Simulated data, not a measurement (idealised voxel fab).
process module | voxel wiring stack
cross-section cut | 260 nm wide | cells 5 nm
A cross-section is a grid of square cells, given in bands from the top down. A band is one or more rows of cells.
Each band's line starts with the height of the band's top and of its bottom, in nm. Then come its materials from left to right, each with its width in nm. One material with "throughout" fills the band from edge to edge. "air" is empty space.
Height 0 is the level under which the wafer as received is all one material. The lowest band goes on downwards, as in "0 down".
A width such as "30 to 40" changes by the same amount from each row of cells to the next, from the band's top row to its bottom row.
"no change" after a step means that no cell of the cross-section changed.
closed voids: empty space of 8 cells or more with no open way to the top, each as width x height at its distance from the left edge, in nm
after a step's settings: what the simulator itself notes on the step
overlay nm, on a step with a mask: how far to the right of its planned place the mask lay; to the left if negative
plan
1 op RECEIVE | material Si
2 op CONFORMAL_DEP | material SiO2 | thk nm 10
3 op CONFORMAL_DEP | material SiCN | thk nm 5
4 op DIRECTIONAL_DEP | material SiO2 | thk nm 15
5 op PATTERN | tone open | mask id METAL_1 | material resist | width nm 30 | pitch nm 55 | thk nm 20 | overlay nm 0
6 op DIRECTIONAL_ETCH | etch materials SiO2 | depth nm 15
7 op DIRECTIONAL_ETCH | etch materials SiCN | depth nm 5
8 op STRIP | etch materials resist
9 op CONFORMAL_DEP | material TiN | thk nm 5
10 op FILL_DEP | material Cu | thk nm 5
11 op CMP | height nm 30
12 op CONFORMAL_DEP | material SiCN | thk nm 5
13 op DIRECTIONAL_DEP | material SiO2 | thk nm 20
14 op MASKED_ETCH | tone open | mask id PLUG_1 | width nm 15 | pitch nm 55 | etch materials SiO2 | depth nm 20 | overlay nm 0
15 op MASKED_ETCH | tone open | mask id PLUG_1 | width nm 15 | pitch nm 55 | etch materials SiCN | depth nm 5 | overlay nm 0
16 op EPI | material Ru | thk nm 10
17 op EPI | material Ru | thk nm 10
18 op EPI | material Ru | thk nm 5
19 op CONFORMAL_DEP | material SiCN | thk nm 5
20 op DIRECTIONAL_DEP | material lowk | thk nm 20
21 op PATTERN | tone open | mask id METAL_2 | material resist | width nm 30 | pitch nm 55 | thk nm 20 | overlay nm 0
22 op DIRECTIONAL_ETCH | etch materials lowk | depth nm 20
23 op DIRECTIONAL_ETCH | etch materials SiCN | depth nm 5
24 op STRIP | etch materials resist
25 op CONFORMAL_DEP | material TiN | thk nm 5
26 op FILL_DEP | material Cu | thk nm 10
27 op CMP | height nm 80
28 op CONFORMAL_DEP | material SiCN | thk nm 5
29 op DIRECTIONAL_DEP | material lowk | thk nm 30
30 op MASKED_ETCH | tone open | mask id METAL_3_HOLES | width nm 15 | pitch nm 55 | etch materials lowk | depth nm 30 | overlay nm 0
31 op MASKED_ETCH | tone open | mask id METAL_3 | width nm 30 | pitch nm 55 | etch materials lowk | depth nm 20 | overlay nm 0
32 op MASKED_ETCH | tone open | mask id METAL_3 | width nm 30 | pitch nm 55 | etch materials SiCN | depth nm 5 | overlay nm 0
33 op CONFORMAL_DEP | material TiN | thk nm 5
34 op FILL_DEP | material Cu | thk nm 5
35 op CMP | height nm 115
36 op CONFORMAL_DEP | material SiCN | thk nm 5
37 op DIRECTIONAL_DEP | material lowk | thk nm 10
38 op DIRECTIONAL_DEP | material aC | thk nm 10
39 op PATTERN | tone open | mask id PLUG_3 | material resist | width nm 15 | thk nm 25 | overlay nm 0
40 op DIRECTIONAL_ETCH | etch materials aC | depth nm 10
41 op STRIP | etch materials resist
42 op DIRECTIONAL_ETCH | etch materials lowk | depth nm 10
43 op DIRECTIONAL_ETCH | etch materials SiCN | depth nm 5
44 op STRIP | etch materials aC
45 op CONFORMAL_DEP | material TiN | thk nm 5
46 op FILL_DEP | material W | thk nm 10
47 op CMP | height nm 130
48 op CONFORMAL_DEP | material SiN | thk nm 5
49 op DIRECTIONAL_DEP | material lowk | thk nm 25
50 op MASKED_ETCH | tone open | mask id METAL_4 | width nm 30 | pitch nm 55 | etch materials lowk | depth nm 25 | overlay nm 0
51 op MASKED_ETCH | tone open | mask id METAL_4 | width nm 20 | pitch nm 55 | etch materials SiN | depth nm 5 | overlay nm 0
52 op CONFORMAL_DEP | material TiN | thk nm 5
53 op FILL_DEP | material Cu | thk nm 5
54 op CMP | height nm 160
55 op EPI | material Ru | thk nm 5
56 op FILL_DEP | material SiCN | thk nm 5
varied across the wafers: width nm of step 51. The plan shows the first wafer's value. All wafers start alike
first wafer as received, after step 1
  0 down: Si throughout
  closed voids: none
each wafer at the end: cells of each material gained (+) or lost (-) since it was received, then its closed voids
width nm 20 | +122 Cu | +46 Ru | +309 SiCN | +44 SiN | +408 SiO2 | +127 TiN | +2 W | +710 lowk | closed voids: none
width nm 25 | +124 Cu | +46 Ru | +309 SiCN | +42 SiN | +408 SiO2 | +127 TiN | +2 W | +710 lowk | closed voids: none
width nm 30 | +126 Cu | +46 Ru | +309 SiCN | +40 SiN | +408 SiO2 | +127 TiN | +2 W | +710 lowk | closed voids: none
width nm 35 | +126 Cu | +46 Ru | +309 SiCN | +40 SiN | +408 SiO2 | +127 TiN | +2 W | +710 lowk | closed voids: none
width nm 40 | +126 Cu | +46 Ru | +309 SiCN | +40 SiN | +408 SiO2 | +127 TiN | +2 W | +710 lowk | closed voids: none
